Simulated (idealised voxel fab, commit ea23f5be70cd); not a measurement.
process module | voxel ribs on slabs
cross-section cut | 275 nm wide | cells 5 nm
A cross-section is a grid of square cells, given in bands from the top down. A band is one or more rows of cells.
Each band's line starts with the height of the band's top and of its bottom, in nm. Then come its materials from left to right, each with its width in nm. One material with "throughout" fills the band from edge to edge. "air" is empty space.
Height 0 is the level under which the wafer as received is all one material. The lowest band goes on downwards, as in "0 down".
A width such as "30 to 40" changes by the same amount from each row of cells to the next, from the band's top row to its bottom row.
"no change" after a step means that no cell of the cross-section changed.
closed voids: empty space of 8 cells or more with no open way to the top, each as width x height at its distance from the left edge, in nm
after a step's settings: what the simulator itself notes on the step
overlay nm, on a step with a mask: how far to the right of its planned place the mask lay; to the left if negative
plan
1 op RECEIVE | material Si
2 op DIRECTIONAL_DEP | material SiO2 | thk nm 30
3 op DIRECTIONAL_DEP | material polySi | thk nm 25
4 op MASKED_ETCH | tone cover | mask id RIB | width nm 20 | etch materials polySi | depth nm 5 | overlay nm 0
5 op MASKED_ETCH | tone cover | mask id SLAB | width nm 80 | etch materials polySi | depth nm 20 | overlay nm 0
6 op FILL_DEP | material SiO2 | thk nm 20
7 op CMP | height nm 70
8 op DIRECTIONAL_DEP | material TiN | thk nm 10
9 op MASKED_ETCH | tone cover | mask id HEATER | width nm 30 | etch materials TiN | depth nm 10 | overlay nm 0
10 op CONFORMAL_DEP | material SiN | thk nm 10
first wafer, as planned
as received, after step 1
  0 down: Si throughout
  closed voids: none
after step 2
  30 to 0: SiO2 throughout
  below 0: unchanged
after step 3
  55 to 30: polySi throughout
  below 30: unchanged
after step 4
  55 to 50: air 125 | polySi 20 | air 130
  below 50: unchanged
after step 5
  55 to 50: air 125 | polySi 20 | air 130
  50 to 30: air 95 | polySi 80 | air 100
  below 30: unchanged
after step 6
  75 to 55: SiO2 throughout
  55 to 50: SiO2 125 | polySi 20 | SiO2 130
  50 to 30: SiO2 95 | polySi 80 | SiO2 100
  below 30: unchanged
after step 7
  70 to 55: SiO2 throughout
  below 55: unchanged
after step 8
  80 to 70: TiN throughout
  below 70: unchanged
after step 9
  80 to 70: air 120 | TiN 30 | air 125
  below 70: unchanged
after step 10
  90 to 80: air 110 | SiN 50 | air 115
  80 to 70: SiN 120 | TiN 30 | SiN 125
  below 70: unchanged
second wafer: like start, like plan, one mistake. Through step 3 it matches the first wafer
when step 4 should have ended
  55 to 50: polySi 125 | air 20 | polySi 130
  below 50: unchanged
when step 5 should have ended
  55 to 50: air 95 | polySi 30 | air 20 | polySi 30 | air 100
  50 to 35: air 95 | polySi 80 | air 100
  below 35: unchanged
when step 6 should have ended
  75 to 55: SiO2 throughout
  55 to 50: SiO2 95 | polySi 30 | SiO2 20 | polySi 30 | SiO2 100
  50 to 35: SiO2 95 | polySi 80 | SiO2 100
  below 35: unchanged
when step 7 should have ended
  70 to 55: SiO2 throughout
  below 55: unchanged
when step 8 should have ended
  80 to 70: TiN throughout
  below 70: unchanged
when step 9 should have ended
  80 to 70: air 120 | TiN 30 | air 125
  below 70: unchanged
when step 10 should have ended
  90 to 80: air 110 | SiN 50 | air 115
  80 to 70: SiN 120 | TiN 30 | SiN 125
  below 70: unchanged
what went wrong: step 4 ran as: op MASKED_ETCH | tone open | mask id RIB | width nm 20 | etch materials polySi | depth nm 5 | overlay nm 0
at the end the second wafer has, in cells: 47 fewer of SiO2 | 47 more of polySi
